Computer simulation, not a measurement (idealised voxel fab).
Title: Process Module voxel transistor to metal
This is section cut - it's 280 nm across, gridded in 5 nm square cells.
If you're reading a cross-section in this doc, picture square cells in a grid; it comes to you as bands, top ones listed first down to the bottom, and a band can be one or more rows of cells.
In this notation a band is specified by the heights of its top and bottom, in that order and in nm, after which its materials appear from left to right, each paired with its width in nm. The word "full width" attached to a single material means that material fills the band from edge to edge; the word "air" stands for empty space.
We count height from 0. Below that, the starting wafer is all one material. The lowest band never ends at the bottom but goes on down; see "top 0, no bottom" for how that is written.
Top row gets the first number, bottom row gets the second, and each row in between changes by the same step: that is how a band width like "30->40" works.
When a step is marked "no alterations made", none of the cells in the cross-section changed during that step.
The list in "Closed void register" covers empty spaces of 8 cells or more that cannot reach the top through any open way, and it gives each as width x height at distance; the distance is from the left edge, and width, height and distance are in nm.
It should be noted that, on the line of a given step, the content following the step's settings is a remark produced by the simulator itself with respect to that step.
Steps that use a mask can have "overlay nm" on their line. It says how far the mask sat to the right of where it was meant to be. Negative means to the left.

### Steps in the process plan
1) RECEIVE: material Si
2) OXIDIZE: depth nm 5
3) CONFORMAL_DEP: material SiN, thk nm 15
4) MASKED_ETCH: tone cover, mask id ACTIVE, width nm 105, pitch nm 135, etch materials SiN, depth nm 15, overlay nm 0
5) MASKED_ETCH: tone cover, mask id ACTIVE, width nm 105, pitch nm 135, etch materials SiO2, depth nm 5, overlay nm 0
6) MASKED_ETCH: tone cover, mask id ACTIVE, width nm 105, pitch nm 135, etch materials Si, depth nm 20, overlay nm 0
7) OXIDIZE: depth nm 5
8) FILL_DEP: material SiO2, thk nm 15
9) CMP: height nm 15
10) SELECTIVE_ETCH: etch materials SiO2, depth nm 15
11) STRIP: etch materials SiN
12) SELECTIVE_ETCH: etch materials SiO2, depth nm 5
13) OXIDIZE: depth nm 5
14) DIRECTIONAL_DEP: material polySi, thk nm 20
15) DIRECTIONAL_DEP: material SiCN, thk nm 15
16) PATTERN: tone cover, mask id GATE, material resist, width nm 25, pitch nm 135, thk nm 15, overlay nm 0
17) DIRECTIONAL_ETCH: etch materials SiCN, depth nm 25
18) DIRECTIONAL_ETCH: etch materials polySi, depth nm 30
19) STRIP: etch materials resist
20) CONFORMAL_DEP: material SiO2, thk nm 5
21) DIRECTIONAL_ETCH: etch materials SiO2, depth nm 5
22) CONFORMAL_DEP: material SiN, thk nm 5
23) DIRECTIONAL_ETCH: etch materials SiN, depth nm 5
24) DIRECTIONAL_ETCH: etch materials SiO2, depth nm 5
25) DIRECTIONAL_ETCH: etch materials Si, depth nm 5
26) EPI: material nSi, thk nm 10
27) FILL_DEP: material SiO2, thk nm 10
28) CMP: height nm 15
29) STRIP: etch materials polySi
30) SELECTIVE_ETCH: etch materials SiO2, depth nm 5
31) CONFORMAL_DEP: material HfO2, thk nm 5
32) CONFORMAL_DEP: material TiN, thk nm 5
33) FILL_DEP: material W, thk nm 5
34) CMP: height nm 10
35) DIRECTIONAL_DEP: material SiO2, thk nm 10
36) DIRECTIONAL_DEP: material aC, thk nm 10
37) PATTERN: tone open, mask id CONTACT, material resist, width nm 20, thk nm 30, overlay nm 0
38) DIRECTIONAL_ETCH: etch materials aC, depth nm 10
39) STRIP: etch materials resist
40) DIRECTIONAL_ETCH: etch materials SiO2, depth nm 25
41) STRIP: etch materials aC
42) CONFORMAL_DEP: material TiN, thk nm 5
43) FILL_DEP: material W, thk nm 10
44) CMP: height nm 20
45) DIRECTIONAL_DEP: material TiN, thk nm 5
46) DIRECTIONAL_DEP: material Ru, thk nm 20
47) PATTERN: tone cover, mask id METAL_1, material resist, width nm 20, thk nm 20, overlay nm 0
48) DIRECTIONAL_ETCH: etch materials Ru, depth nm 20
49) DIRECTIONAL_ETCH: etch materials TiN, depth nm 5
50) STRIP: etch materials resist
51) CONFORMAL_DEP: material SiCN, thk nm 5
52) FILL_DEP: material lowk, thk nm 10
53) CMP: height nm 45
54) CONFORMAL_DEP: material SiCN, thk nm 5
55) DIRECTIONAL_DEP: material lowk, thk nm 30
56) PATTERN: tone open, mask id METAL_2, material resist, width nm 20, pitch nm 135, thk nm 15, overlay nm 0
57) DIRECTIONAL_ETCH: etch materials lowk, depth nm 20
58) STRIP: etch materials resist
59) PATTERN: tone open, mask id METAL_2_HOLES, material resist, width nm 15, pitch nm 135, thk nm 15, overlay nm 0
60) DIRECTIONAL_ETCH: etch materials lowk, depth nm 10
61) DIRECTIONAL_ETCH: etch materials SiCN, depth nm 5
62) STRIP: etch materials resist
63) CONFORMAL_DEP: material TiN, thk nm 5
64) FILL_DEP: material Ru, thk nm 5
65) CMP: height nm 80
66) CONFORMAL_DEP: material SiN, thk nm 5
Variable across wafers: step 32 thk nm (plan value is that of the first wafer; starting state common to all).

### Cross-section of the first of several wafers as received (after step 1)
	top 0, no bottom: Si full width
	Closed void register: none

### Module finished, last step 66 done: cross-section of the first of several wafers
	top 85, bottom 80: SiN full width
	top 80, bottom 65: lowk=25 / TiN=5 / Ru=10 / TiN=5 / lowk=115 / TiN=5 / Ru=10 / TiN=5 / lowk=100
	top 65, bottom 60: lowk=25 / TiN=5 / Ru=5 / TiN=10 / lowk=115 / TiN=5 / Ru=5 / TiN=10 / lowk=100
	top 60, bottom 50: lowk=25 / TiN=5 / Ru=5 / TiN=5 / lowk=120 / TiN=5 / Ru=5 / TiN=5 / lowk=105
	top 50, bottom 45: SiCN=25 / TiN=15 / SiCN=120 / TiN=15 / SiCN=105
	top 45, bottom 25: lowk=20 / SiCN=5 / Ru=20 / SiCN=5 / lowk=45 / SiCN=5 / Ru=20 / SiCN=5 / lowk=30 / SiCN=5 / Ru=20 / SiCN=5 / lowk=45 / SiCN=5 / Ru=20 / SiCN=5 / lowk=20
	top 25, bottom 20: SiCN=25 / TiN=20 / SiCN=55 / TiN=20 / SiCN=40 / TiN=20 / SiCN=55 / TiN=20 / SiCN=25
	top 20, bottom 10: SiO2=25 / TiN=5 / W=10 / TiN=5 / SiO2=55 / TiN=5 / W=10 / TiN=5 / SiO2=40 / TiN=5 / W=10 / TiN=5 / SiO2=55 / TiN=5 / W=10 / TiN=5 / SiO2=25
	top 10, bottom 0: SiO2=25 / TiN=5 / W=10->5 / TiN=5->10 / SiO2=5 / SiN=5 / HfO2=5 / TiN=5 / W=15 / TiN=5 / HfO2=5 / SiN=5 / SiO2=5 / TiN=5->10 / W=10->5 / TiN=5 / SiO2=40 / TiN=5 / W=10->5 / TiN=5->10 / SiO2=5 / SiN=5 / HfO2=5 / TiN=5 / W=15 / TiN=5 / HfO2=5 / SiN=5 / SiO2=5 / TiN=5->10 / W=10->5 / TiN=5 / SiO2=25
	top 0, bottom -5: SiO2=25 / TiN=15 / nSi=10 / SiN=5 / HfO2=5 / TiN=25 / HfO2=5 / SiN=5 / nSi=10 / TiN=15 / SiO2=40 / TiN=15 / nSi=10 / SiN=5 / HfO2=5 / TiN=25 / HfO2=5 / SiN=5 / nSi=10 / TiN=15 / SiO2=25
	top -5, bottom -10: SiO2=20 / nSi=30 / SiO2=5 / HfO2=35 / SiO2=5 / nSi=30 / SiO2=30 / nSi=30 / SiO2=5 / HfO2=35 / SiO2=5 / nSi=30 / SiO2=20
	top -10, bottom -15: SiO2=25 / nSi=25 / Si=45 / nSi=25 / SiO2=40 / nSi=25 / Si=45 / nSi=25 / SiO2=25
	top -15, bottom -30: SiO2=25 / Si=95 / SiO2=40 / Si=95 / SiO2=25
	top -30, no bottom: Si full width
	Closed void register: none

### Last wafer x-sec, end of module
	top 85, bottom 80: SiN full width
	top 80, bottom 65: lowk=25 / TiN=5 / Ru=10 / TiN=5 / lowk=115 / TiN=5 / Ru=10 / TiN=5 / lowk=100
	top 65, bottom 60: lowk=25 / TiN=5 / Ru=5 / TiN=10 / lowk=115 / TiN=5 / Ru=5 / TiN=10 / lowk=100
	top 60, bottom 50: lowk=25 / TiN=5 / Ru=5 / TiN=5 / lowk=120 / TiN=5 / Ru=5 / TiN=5 / lowk=105
	top 50, bottom 45: SiCN=25 / TiN=15 / SiCN=120 / TiN=15 / SiCN=105
	top 45, bottom 25: lowk=20 / SiCN=5 / Ru=20 / SiCN=5 / lowk=45 / SiCN=5 / Ru=20 / SiCN=5 / lowk=30 / SiCN=5 / Ru=20 / SiCN=5 / lowk=45 / SiCN=5 / Ru=20 / SiCN=5 / lowk=20
	top 25, bottom 20: SiCN=25 / TiN=20 / SiCN=55 / TiN=20 / SiCN=40 / TiN=20 / SiCN=55 / TiN=20 / SiCN=25
	top 20, bottom 10: SiO2=25 / TiN=5 / W=10 / TiN=5 / SiO2=55 / TiN=5 / W=10 / TiN=5 / SiO2=40 / TiN=5 / W=10 / TiN=5 / SiO2=55 / TiN=5 / W=10 / TiN=5 / SiO2=25
	top 10, bottom 0: SiO2=25 / TiN=5 / W=10->5 / TiN=5->10 / SiO2=5 / SiN=5 / HfO2=5 / TiN=25 / HfO2=5 / SiN=5 / SiO2=5 / TiN=5->10 / W=10->5 / TiN=5 / SiO2=40 / TiN=5 / W=10->5 / TiN=5->10 / SiO2=5 / SiN=5 / HfO2=5 / TiN=25 / HfO2=5 / SiN=5 / SiO2=5 / TiN=5->10 / W=10->5 / TiN=5 / SiO2=25
	top 0, bottom -5: SiO2=25 / TiN=15 / nSi=10 / SiN=5 / HfO2=5 / TiN=25 / HfO2=5 / SiN=5 / nSi=10 / TiN=15 / SiO2=40 / TiN=15 / nSi=10 / SiN=5 / HfO2=5 / TiN=25 / HfO2=5 / SiN=5 / nSi=10 / TiN=15 / SiO2=25
	top -5, bottom -10: SiO2=20 / nSi=30 / SiO2=5 / HfO2=35 / SiO2=5 / nSi=30 / SiO2=30 / nSi=30 / SiO2=5 / HfO2=35 / SiO2=5 / nSi=30 / SiO2=20
	top -10, bottom -15: SiO2=25 / nSi=25 / Si=45 / nSi=25 / SiO2=40 / nSi=25 / Si=45 / nSi=25 / SiO2=25
	top -15, bottom -30: SiO2=25 / Si=95 / SiO2=40 / Si=95 / SiO2=25
	top -30, no bottom: Si full width
	Closed void register: none

### Wafer rows, end of module: cells per material gained (+) or lost (-) since receipt; closed voids last
thk nm 5, +26 HfO2, +82 Ru, -204 Si, +122 SiCN, +68 SiN, +232 SiO2, +114 TiN, +40 W, +420 lowk, +52 nSi, Closed void register: none
thk nm 10, +26 HfO2, +82 Ru, -204 Si, +122 SiCN, +68 SiN, +232 SiO2, +124 TiN, +30 W, +420 lowk, +52 nSi, Closed void register: none
thk nm 15, +26 HfO2, +82 Ru, -204 Si, +122 SiCN, +68 SiN, +232 SiO2, +126 TiN, +28 W, +420 lowk, +52 nSi, Closed void register: none
thk nm 20, +26 HfO2, +82 Ru, -204 Si, +122 SiCN, +68 SiN, +232 SiO2, +126 TiN, +28 W, +420 lowk, +52 nSi, Closed void register: none
